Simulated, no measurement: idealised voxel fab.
Process module, titled voxel capacitor over wiring
Section shown: cut. Width: 250 nm. Cell size: 5 nm, square.
Cross-section, as written here: a square-cell grid given band by band from the top down, where a band holds one or more rows of cells.
Per band: top height and bottom height in nm, followed by the left-to-right materials and their widths in nm; "all across" marks a single material spanning edge to edge, "air" marks empty space.
Heights are reckoned from 0. Under this level, the received wafer is all of one material. The bottommost band is open-ended downward, for example "from 0 down".
Read "30..40" as a graded width: first number on top, second number at the bottom, same change between each pair of neighbouring rows.
The designation "no alteration", where it is given for a processing step, indicates that no cell of the cross-section was altered in the course of that step.
For the entry "Voids, fully enclosed", the listed items are empty spaces with no open way to the top whose size is 8 cells or more; each item follows the pattern width x height at distance, where distance is from the left edge and all three are in nm.
The remark found on a step's line after its settings is issued by the simulator itself and pertains to that step.
Steps that use a mask can have "overlay nm" on their line. It says how far the mask sat to the right of where it was meant to be. Negative means to the left.

Process steps foreseen in the plan
1 RECEIVE, material Si
2 CONFORMAL_DEP, material SiO2, thk nm 10
3 CONFORMAL_DEP, material SiCN, thk nm 5
4 DIRECTIONAL_DEP, material lowk, thk nm 20
5 PATTERN, tone open, mask id METAL_1, material resist, width nm 30, pitch nm 100, thk nm 15, overlay nm 0
6 DIRECTIONAL_ETCH, etch materials lowk, depth nm 20
7 DIRECTIONAL_ETCH, etch materials SiCN, depth nm 5
8 STRIP, etch materials resist
9 CONFORMAL_DEP, material TiN, thk nm 5
10 FILL_DEP, material W, thk nm 5
11 CMP, height nm 35
12 CONFORMAL_DEP, material SiCN, thk nm 5
13 DIRECTIONAL_DEP, material lowk, thk nm 10
14 PATTERN, tone open, mask id PLUG_1, material resist, width nm 15, thk nm 20, overlay nm 0
15 DIRECTIONAL_ETCH, etch materials lowk, depth nm 10
16 DIRECTIONAL_ETCH, etch materials SiCN, depth nm 5
17 STRIP, etch materials resist
18 EPI, material Ru, thk nm 10
19 EPI, material Ru, thk nm 5
20 DIRECTIONAL_DEP, material TiN, thk nm 5
21 DIRECTIONAL_DEP, material HfO2, thk nm 5
22 DIRECTIONAL_DEP, material TiN, thk nm 10
23 DIRECTIONAL_DEP, material aC, thk nm 10
24 PATTERN, tone cover, mask id UPPER_PLATE, material resist, width nm 75, thk nm 30, overlay nm 0
25 DIRECTIONAL_ETCH, etch materials aC, depth nm 10
26 STRIP, etch materials resist
27 DIRECTIONAL_ETCH, etch materials TiN, depth nm 10
28 DIRECTIONAL_ETCH, etch materials HfO2, depth nm 5
29 STRIP, etch materials aC
30 DIRECTIONAL_DEP, material aC, thk nm 15
31 PATTERN, tone cover, mask id LOWER_PLATE, material resist, width nm 85, thk nm 30, overlay nm 0
32 DIRECTIONAL_ETCH, etch materials aC, depth nm 15
33 STRIP, etch materials resist
34 DIRECTIONAL_ETCH, etch materials TiN, depth nm 5
35 STRIP, etch materials aC
36 FILL_DEP, material SiO2, thk nm 15
37 CMP, height nm 80
38 DIRECTIONAL_DEP, material aC, thk nm 10
39 PATTERN, tone open, mask id PLUG_2, material resist, width nm 15, thk nm 25, overlay nm 0
40 DIRECTIONAL_ETCH, etch materials aC, depth nm 10
41 STRIP, etch materials resist
42 DIRECTIONAL_ETCH, etch materials SiO2, depth nm 10
43 STRIP, etch materials aC
44 CONFORMAL_DEP, material TiN, thk nm 5
45 FILL_DEP, material W, thk nm 5
46 CMP, height nm 80
47 CONFORMAL_DEP, material SiCN, thk nm 5

Incoming wafer in cross-section (state: after step 1)
	from 0 down = Si all across
	Voids, fully enclosed: none

Cross-section: first of two wafers, module finished, run according to plan
	from 85 to 80 = SiCN all across
	from 80 to 75 = SiO2 85, TiN 5, W 5, TiN 5, SiO2 150
	from 75 to 70 = SiO2 85, TiN 15, SiO2 150
	from 70 to 60 = SiO2 75, TiN 75, SiO2 100
	from 60 to 55 = SiO2 75, HfO2 75, SiO2 100
	from 55 to 50 = SiO2 70, TiN 85, SiO2 95
	from 50 to 40 = lowk 75, Ru 15, lowk 160
	from 40 to 35 = SiCN 75, Ru 15, SiCN 160
	from 35 to 15 = lowk 60, TiN 5, W 20, TiN 5, lowk 70, TiN 5, W 20, TiN 5, lowk 60
	from 15 to 10 = SiCN 60, TiN 30, SiCN 70, TiN 30, SiCN 60
	from 10 to 0 = SiO2 all across
	from 0 down = Si all across
	Voids, fully enclosed: none

End-of-module cross-section of the second wafer: identical starting point and process plan to the first, with one processing mistake
	from 85 to 80 = W all across
	from 80 to 75 = SiO2 85, TiN 5, W 5, TiN 5, SiO2 150
	from 75 to 70 = SiO2 85, TiN 15, SiO2 150
	from 70 to 60 = SiO2 75, TiN 75, SiO2 100
	from 60 to 55 = SiO2 75, HfO2 75, SiO2 100
	from 55 to 50 = SiO2 70, TiN 85, SiO2 95
	from 50 to 40 = lowk 75, Ru 15, lowk 160
	from 40 to 35 = SiCN 75, Ru 15, SiCN 160
	from 35 to 15 = lowk 60, TiN 5, W 20, TiN 5, lowk 70, TiN 5, W 20, TiN 5, lowk 60
	from 15 to 10 = SiCN 60, TiN 30, SiCN 70, TiN 30, SiCN 60
	from 10 to 0 = SiO2 all across
	from 0 down = Si all across
	Voids, fully enclosed: none
In executing the process, a mistake was made relative to the plan: step 47 changed vs plan, executed as CONFORMAL_DEP, material W, thk nm 5
End check, counted in cells, second wafer has more or fewer of these materials than the first: -50 SiCN, +50 W
